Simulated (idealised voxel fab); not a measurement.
The name of this process module is voxel self aligned contacts.
This is section cut - it's 225 nm across, gridded in 5 nm square cells.
Throughout this document, each cross-section is represented as a grid of square cells and is presented as a sequence of bands enumerated from the top downward, where a band comprises one or more rows of cells.
Band: top and bottom heights (nm) first, top before bottom; then materials from left to right, widths in nm. "throughout" marks a sole material filling the band edge to edge. "air" denotes empty space.
Convention: height 0 is the level below which the wafer, as received, is all one material. The lowest band does not terminate at the bottom but continues downward, represented as "0 and below".
Width "30->40": first value at the band's top row of cells, second value at its bottom row, equal change from row to row.
When a step is marked "nothing changed", none of the cells in the cross-section changed during that step.
Closed-off voids of 8+ cells (no open route to the top) go in "Fully enclosed voids", written width x height at distance from the left edge, in nm.
That trailing text on a step's line, after the settings, is the simulator's own remark on the step.
overlay nm: how far to the right of its planned place the mask lay on this masked step (negative: to the left).
### Listed below are the process steps as planned
1,RECEIVE: material Si
2,CONFORMAL_DEP: material SiO2, thk nm 5
3,DIRECTIONAL_DEP: material polySi, thk nm 30
4,DIRECTIONAL_DEP: material SiN, thk nm 20
5,PATTERN: tone cover, mask id GATE, material resist, width nm 25, pitch nm 60, thk nm 20, overlay nm 0
6,DIRECTIONAL_ETCH: etch materials SiN, depth nm 20
7,DIRECTIONAL_ETCH: etch materials polySi, depth nm 30
8,STRIP: etch materials resist
9,CONFORMAL_DEP: material SiN, thk nm 5
10,DIRECTIONAL_ETCH: etch materials SiN, depth nm 5
11,FILL_DEP: material SiO2, thk nm 15
12,CMP: height nm 60
13,MASKED_ETCH: tone open, mask id CONTACT, width nm 45, etch materials SiO2, depth nm 60, overlay nm 0
14,CONFORMAL_DEP: material TiN, thk nm 5
15,FILL_DEP: material Ru, thk nm 10
16,CMP: height nm 60
17,CONFORMAL_DEP: material SiCN, thk nm 5
### Account of the first of two wafers, which was processed as intended
### Shown in cross-section is the wafer as received, that is, as it stands after step 1
- 0 and below: Si throughout
- Fully enclosed voids: none
### Take a look at the wafer's cross-section after step 2
- 5 down to 0: SiO2 throughout
- Below 0 it's all the same as before, nothing changed down there.
### Take a look at the wafer's cross-section after step 3
- 35 down to 5: polySi throughout
- Below 5 it's all the same as before, nothing changed down there.
### Take a look at the wafer's cross-section after step 4
- 55 down to 35: SiN throughout
- Below 35 it's all the same as before, nothing changed down there.
### Take a look at the wafer's cross-section after step 5
- 75 down to 55: air: 70 / resist: 25 / air: 35 / resist: 25 / air: 70
- Below 55 it's all the same as before, nothing changed down there.
### Take a look at the wafer's cross-section after step 6
- 75 down to 55: air: 70 / resist: 25 / air: 35 / resist: 25 / air: 70
- 55 down to 35: air: 70 / SiN: 25 / air: 35 / SiN: 25 / air: 70
- Below 35 it's all the same as before, nothing changed down there.
### Take a look at the wafer's cross-section after step 7
- 75 down to 55: air: 70 / resist: 25 / air: 35 / resist: 25 / air: 70
- 55 down to 35: air: 70 / SiN: 25 / air: 35 / SiN: 25 / air: 70
- 35 down to 5: air: 70 / polySi: 25 / air: 35 / polySi: 25 / air: 70
- Below 5 it's all the same as before, nothing changed down there.
### Take a look at the wafer's cross-section after step 8
- 55 down to 35: air: 70 / SiN: 25 / air: 35 / SiN: 25 / air: 70
- Below 35 it's all the same as before, nothing changed down there.
### Take a look at the wafer's cross-section after step 9
- 60 down to 35: air: 65 / SiN: 35 / air: 25 / SiN: 35 / air: 65
- 35 down to 10: air: 65 / SiN: 5 / polySi: 25 / SiN: 5 / air: 25 / SiN: 5 / polySi: 25 / SiN: 5 / air: 65
- 10 down to 5: SiN: 70 / polySi: 25 / SiN: 35 / polySi: 25 / SiN: 70
- Below 5 it's all the same as before, nothing changed down there.
### Take a look at the wafer's cross-section after step 10
- 55 down to 35: air: 65 / SiN: 35 / air: 25 / SiN: 35 / air: 65
- 35 down to 5: air: 65 / SiN: 5 / polySi: 25 / SiN: 5 / air: 25 / SiN: 5 / polySi: 25 / SiN: 5 / air: 65
- Below 5 it's all the same as before, nothing changed down there.
### Take a look at the wafer's cross-section after step 11
- 70 down to 55: SiO2 throughout
- 55 down to 35: SiO2: 65 / SiN: 35 / SiO2: 25 / SiN: 35 / SiO2: 65
- 35 down to 5: SiO2: 65 / SiN: 5 / polySi: 25 / SiN: 5 / SiO2: 25 / SiN: 5 / polySi: 25 / SiN: 5 / SiO2: 65
- Below 5 it's all the same as before, nothing changed down there.
### Take a look at the wafer's cross-section after step 12
- 60 down to 55: SiO2 throughout
- Below 55 it's all the same as before, nothing changed down there.
### Take a look at the wafer's cross-section after step 13
- 60 down to 55: SiO2: 90 / air: 45 / SiO2: 90
- 55 down to 35: SiO2: 65 / SiN: 35 / air: 25 / SiN: 35 / SiO2: 65
- 35 down to 5: SiO2: 65 / SiN: 5 / polySi: 25 / SiN: 5 / air: 25 / SiN: 5 / polySi: 25 / SiN: 5 / SiO2: 65
- 5 down to 0: SiO2: 100 / air: 25 / SiO2: 100
- Below 0 it's all the same as before, nothing changed down there.
### Take a look at the wafer's cross-section after step 14
- 65 down to 60: TiN: 95 / air: 35 / TiN: 95
- 60 down to 55: SiO2: 90 / TiN: 15 / air: 15 / TiN: 15 / SiO2: 90
- 55 down to 35: SiO2: 65 / SiN: 35 / TiN: 5 / air: 15 / TiN: 5 / SiN: 35 / SiO2: 65
- 35 down to 5: SiO2: 65 / SiN: 5 / polySi: 25 / SiN: 5 / TiN: 5 / air: 15 / TiN: 5 / SiN: 5 / polySi: 25 / SiN: 5 / SiO2: 65
- 5 down to 0: SiO2: 100 / TiN: 25 / SiO2: 100
- Below 0 it's all the same as before, nothing changed down there.
### Take a look at the wafer's cross-section after step 15
- 75 down to 65: Ru throughout
- 65 down to 60: TiN: 95 / Ru: 35 / TiN: 95
- 60 down to 55: SiO2: 90 / TiN: 15 / Ru: 15 / TiN: 15 / SiO2: 90
- 55 down to 35: SiO2: 65 / SiN: 35 / TiN: 5 / Ru: 15 / TiN: 5 / SiN: 35 / SiO2: 65
- 35 down to 5: SiO2: 65 / SiN: 5 / polySi: 25 / SiN: 5 / TiN: 5 / Ru: 15 / TiN: 5 / SiN: 5 / polySi: 25 / SiN: 5 / SiO2: 65
- Below 5 it's all the same as before, nothing changed down there.
### Take a look at the wafer's cross-section after step 16
- 60 down to 55: SiO2: 90 / TiN: 15 / Ru: 15 / TiN: 15 / SiO2: 90
- Below 55 it's all the same as before, nothing changed down there.
### Take a look at the wafer's cross-section after step 17
- 65 down to 60: SiCN throughout
- Below 60 it's all the same as before, nothing changed down there.
### Here the second wafer is described. Its start and its plan were those of the first wafer. Its run contained one mistake. Up to and including step 4, it did exactly what the first wafer did
### Cross-sectional representation of the second wafer at the time designated in the plan for the completion of step 5
- 75 down to 55: air: 80 / resist: 25 / air: 35 / resist: 25 / air: 60
- Below 55 it's all the same as before, nothing changed down there.
### Cross-sectional representation of the second wafer at the time designated in the plan for the completion of step 6
- 75 down to 55: air: 80 / resist: 25 / air: 35 / resist: 25 / air: 60
- 55 down to 35: air: 80 / SiN: 25 / air: 35 / SiN: 25 / air: 60
- Below 35 it's all the same as before, nothing changed down there.
### Cross-sectional representation of the second wafer at the time designated in the plan for the completion of step 7
- 75 down to 55: air: 80 / resist: 25 / air: 35 / resist: 25 / air: 60
- 55 down to 35: air: 80 / SiN: 25 / air: 35 / SiN: 25 / air: 60
- 35 down to 5: air: 80 / polySi: 25 / air: 35 / polySi: 25 / air: 60
- Below 5 it's all the same as before, nothing changed down there.
### Cross-sectional representation of the second wafer at the time designated in the plan for the completion of step 8
- 55 down to 35: air: 80 / SiN: 25 / air: 35 / SiN: 25 / air: 60
- Below 35 it's all the same as before, nothing changed down there.
### Cross-sectional representation of the second wafer at the time designated in the plan for the completion of step 9
- 60 down to 35: air: 75 / SiN: 35 / air: 25 / SiN: 35 / air: 55
- 35 down to 10: air: 75 / SiN: 5 / polySi: 25 / SiN: 5 / air: 25 / SiN: 5 / polySi: 25 / SiN: 5 / air: 55
- 10 down to 5: SiN: 80 / polySi: 25 / SiN: 35 / polySi: 25 / SiN: 60
- Below 5 it's all the same as before, nothing changed down there.
### Cross-sectional representation of the second wafer at the time designated in the plan for the completion of step 10
- 55 down to 35: air: 75 / SiN: 35 / air: 25 / SiN: 35 / air: 55
- 35 down to 5: air: 75 / SiN: 5 / polySi: 25 / SiN: 5 / air: 25 / SiN: 5 / polySi: 25 / SiN: 5 / air: 55
- Below 5 it's all the same as before, nothing changed down there.
### Cross-sectional representation of the second wafer at the time designated in the plan for the completion of step 11
- 70 down to 55: SiO2 throughout
- 55 down to 35: SiO2: 75 / SiN: 35 / SiO2: 25 / SiN: 35 / SiO2: 55
- 35 down to 5: SiO2: 75 / SiN: 5 / polySi: 25 / SiN: 5 / SiO2: 25 / SiN: 5 / polySi: 25 / SiN: 5 / SiO2: 55
- Below 5 it's all the same as before, nothing changed down there.
### Cross-sectional representation of the second wafer at the time designated in the plan for the completion of step 12
- 60 down to 55: SiO2 throughout
- Below 55 it's all the same as before, nothing changed down there.
### Cross-sectional representation of the second wafer at the time designated in the plan for the completion of step 13
- 60 down to 55: SiO2: 90 / air: 45 / SiO2: 90
- 55 down to 35: SiO2: 75 / SiN: 35 / air: 25 / SiN: 35 / SiO2: 55
- 35 down to 5: SiO2: 75 / SiN: 5 / polySi: 25 / SiN: 5 / air: 25 / SiN: 5 / polySi: 25 / SiN: 5 / SiO2: 55
- 5 down to 0: SiO2: 110 / air: 25 / SiO2: 90
- Below 0 it's all the same as before, nothing changed down there.
### Cross-sectional representation of the second wafer at the time designated in the plan for the completion of step 14
- 65 down to 60: TiN: 95 / air: 35 / TiN: 95
- 60 down to 55: SiO2: 90 / TiN: 25 / air: 15 / TiN: 5 / SiO2: 90
- 55 down to 35: SiO2: 75 / SiN: 35 / TiN: 5 / air: 15 / TiN: 5 / SiN: 35 / SiO2: 55
- 35 down to 5: SiO2: 75 / SiN: 5 / polySi: 25 / SiN: 5 / TiN: 5 / air: 15 / TiN: 5 / SiN: 5 / polySi: 25 / SiN: 5 / SiO2: 55
- 5 down to 0: SiO2: 110 / TiN: 25 / SiO2: 90
- Below 0 it's all the same as before, nothing changed down there.
### Cross-sectional representation of the second wafer at the time designated in the plan for the completion of step 15
- 75 down to 65: Ru throughout
- 65 down to 60: TiN: 95 / Ru: 35 / TiN: 95
- 60 down to 55: SiO2: 90 / TiN: 25 / Ru: 15 / TiN: 5 / SiO2: 90
- 55 down to 35: SiO2: 75 / SiN: 35 / TiN: 5 / Ru: 15 / TiN: 5 / SiN: 35 / SiO2: 55
- 35 down to 5: SiO2: 75 / SiN: 5 / polySi: 25 / SiN: 5 / TiN: 5 / Ru: 15 / TiN: 5 / SiN: 5 / polySi: 25 / SiN: 5 / SiO2: 55
- Below 5 it's all the same as before, nothing changed down there.
### Cross-sectional representation of the second wafer at the time designated in the plan for the completion of step 16
- 60 down to 55: SiO2: 90 / TiN: 25 / Ru: 15 / TiN: 5 / SiO2: 90
- Below 55 it's all the same as before, nothing changed down there.
### Cross-sectional representation of the second wafer at the time designated in the plan for the completion of step 17
- 65 down to 60: SiCN throughout
- Below 60 it's all the same as before, nothing changed down there.
Diagnosis: so step 5 ended up running with a different setting than we planned, it ran as PATTERN: tone cover, mask id GATE, material resist, width nm 25, pitch nm 60, thk nm 20, overlay nm 10
Final state: per-material cell counts identical on both wafers; locations differ.
